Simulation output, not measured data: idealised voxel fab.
voxel transistor to metal: a process module
In the cross-section labelled cut, the width is 200 nm and each square cell is 5 nm.
Cross-section spec: square-cell grid; bands listed top down; each band is one or more rows. Band: top and bottom heights (nm) first, top before bottom; then materials from left to right, widths in nm. "full width" marks a sole material filling the band edge to edge. "empty" denotes empty space. All heights in this document are referenced to 0, defined as the level beneath which the wafer, as received, consists entirely of one material. The lowest band is not bounded below; it extends indefinitely downward and is written in the form "0 down". Width spec "30->40" -> top row of cells at first value, bottom row at second value, equal per-row change in between. A step reported as "left unchanged" is a step in which no cell of the cross-section changed. So "Sealed void inventory" is basically the list of trapped voids: any empty space of 8 cells or more that can't reach the top through an opening. They're written width x height at distance, the distance being from the left edge, and it's all nm. Heads up: the bit after the settings on a step's line is the simulator's remark on that step. overlay nm: for a step with a mask, the amount by which the mask lay right of where it was planned; a negative amount means left of it.
The following list gives the planned process steps:
1,RECEIVE with material Si
2,CONFORMAL_DEP with material SiO2, thk nm 5
3,CONFORMAL_DEP with material SiN, thk nm 15
4,PATTERN with tone cover, mask id ACTIVE, material resist, width nm 105, thk nm 15, overlay nm 0
5,DIRECTIONAL_ETCH with etch materials SiN, depth nm 15
6,DIRECTIONAL_ETCH with etch materials SiO2, depth nm 5
7,DIRECTIONAL_ETCH with etch materials Si, depth nm 35
8,STRIP with etch materials resist
9,OXIDIZE with depth nm 5
10,FILL_DEP with material SiO2, thk nm 5
11,CMP with height nm 20
12,SELECTIVE_ETCH with etch materials SiO2, depth nm 15
13,STRIP with etch materials SiN
14,SELECTIVE_ETCH with etch materials SiO2, depth nm 5
15,OXIDIZE with depth nm 5
16,DIRECTIONAL_DEP with material polySi, thk nm 30
17,DIRECTIONAL_DEP with material SiCN, thk nm 15
18,DIRECTIONAL_DEP with material aC, thk nm 15
19,PATTERN with tone cover, mask id GATE, material resist, width nm 15, thk nm 30, overlay nm 0
20,DIRECTIONAL_ETCH with etch materials aC, depth nm 15
21,STRIP with etch materials resist
22,DIRECTIONAL_ETCH with etch materials SiCN, depth nm 25
23,DIRECTIONAL_ETCH with etch materials polySi, depth nm 40
24,STRIP with etch materials aC
25,CONFORMAL_DEP with material SiN, thk nm 10
26,DIRECTIONAL_ETCH with etch materials SiN, depth nm 10
27,DIRECTIONAL_ETCH with etch materials SiO2, depth nm 5
28,DIRECTIONAL_ETCH with etch materials Si, depth nm 10
29,EPI with material pSi, thk nm 15
30,FILL_DEP with material SiO2, thk nm 5
31,CMP with height nm 45
32,DIRECTIONAL_DEP with material SiO2, thk nm 10
33,MASKED_ETCH with tone open, mask id CONTACT, width nm 20, pitch nm 75, etch materials SiO2, depth nm 55, overlay nm 0
34,CONFORMAL_DEP with material TiN, thk nm 5
35,FILL_DEP with material Ru, thk nm 10
36,CMP with height nm 55
37,CONFORMAL_DEP with material SiCN, thk nm 5
38,DIRECTIONAL_DEP with material SiO2, thk nm 20
39,MASKED_ETCH with tone open, mask id METAL_1, width nm 20, pitch nm 75, etch materials SiO2, depth nm 20, overlay nm 0
40,MASKED_ETCH with tone open, mask id METAL_1, width nm 20, pitch nm 75, etch materials SiCN, depth nm 5, overlay nm 0
41,CONFORMAL_DEP with material TiN, thk nm 5
42,FILL_DEP with material Cu, thk nm 5
43,CMP with height nm 80
44,CONFORMAL_DEP with material SiCN, thk nm 5
45,DIRECTIONAL_DEP with material lowk, thk nm 35
46,PATTERN with tone open, mask id METAL_2, material resist, width nm 20, pitch nm 75, thk nm 15, overlay nm 0
47,DIRECTIONAL_ETCH with etch materials lowk, depth nm 20
48,STRIP with etch materials resist
49,MASKED_ETCH with tone open, mask id METAL_2_HOLES, width nm 15, pitch nm 75, etch materials lowk, depth nm 15, overlay nm 0
50,MASKED_ETCH with tone open, mask id METAL_2_HOLES, width nm 15, pitch nm 75, etch materials SiCN, depth nm 5, overlay nm 0
51,CONFORMAL_DEP with material TiN, thk nm 5
52,FILL_DEP with material Ru, thk nm 5
53,CMP with height nm 120
54,CONFORMAL_DEP with material SiN, thk nm 5
Cross-section of the incoming wafer, state after step 1:
* 0 down = Si full width
* Sealed void inventory: none
Post-module cross-section: identical start and plan to those above, one misstep in execution:
* 125 to 120 = SiN full width
* 120 to 105 = 50 of lowk, then 5 of TiN, then 10 of Ru, then 5 of TiN, then 55 of lowk, then 5 of TiN, then 10 of Ru, then 5 of TiN, then 55 of lowk
* 105 to 100 = 50 of lowk, then 5 of TiN, then 5 of Ru, then 10 of TiN, then 55 of lowk, then 5 of TiN, then 5 of Ru, then 10 of TiN, then 55 of lowk
* 100 to 85 = 50 of lowk, then 5 of TiN, then 5 of Ru, then 5 of TiN, then 60 of lowk, then 5 of TiN, then 5 of Ru, then 5 of TiN, then 60 of lowk
* 85 to 80 = 50 of SiCN, then 15 of TiN, then 60 of SiCN, then 15 of TiN, then 60 of SiCN
* 80 to 60 = 50 of SiO2, then 5 of TiN, then 10 of Cu, then 5 of TiN, then 55 of SiO2, then 5 of TiN, then 10 of Cu, then 5 of TiN, then 55 of SiO2
* 60 to 55 = 50 of SiCN, then 20 of TiN, then 55 of SiCN, then 20 of TiN, then 55 of SiCN
* 55 to 50 = 50 of SiO2, then 5 of TiN, then 10 of Ru, then 5 of TiN, then 55 of SiO2, then 5 of TiN, then 10 of Ru, then 5 of TiN, then 55 of SiO2
* 50 to 45 = 50 of SiO2, then 20 of TiN, then 55 of SiO2, then 20 of TiN, then 55 of SiO2
* 45 to 30 = 80 of polySi, then 10 of SiN, then 15 of SiCN, then 10 of SiN, then 85 of polySi
* 30 to 10 = 80 of polySi, then 10 of SiN, then 15 of polySi, then 10 of SiN, then 85 of polySi
* 10 to 0 = 65 of polySi, then 15 of pSi, then 10 of SiN, then 15 of polySi, then 10 of SiN, then 15 of pSi, then 70 of polySi
* 0 to -5 = 45 of polySi, then 35 of pSi, then 35 of SiO2, then 35 of pSi, then 50 of polySi
* -5 to -15 = 50 of SiO2, then 30 of pSi, then 35 of Si, then 30 of pSi, then 55 of SiO2
* -15 to -40 = 50 of SiO2, then 95 of Si, then 55 of SiO2
* -40 down = Si full width
* Sealed void inventory: none
Nonconformance to the process plan: step 30 did not happen as planned, as run it was FILL_DEP with material polySi, thk nm 5
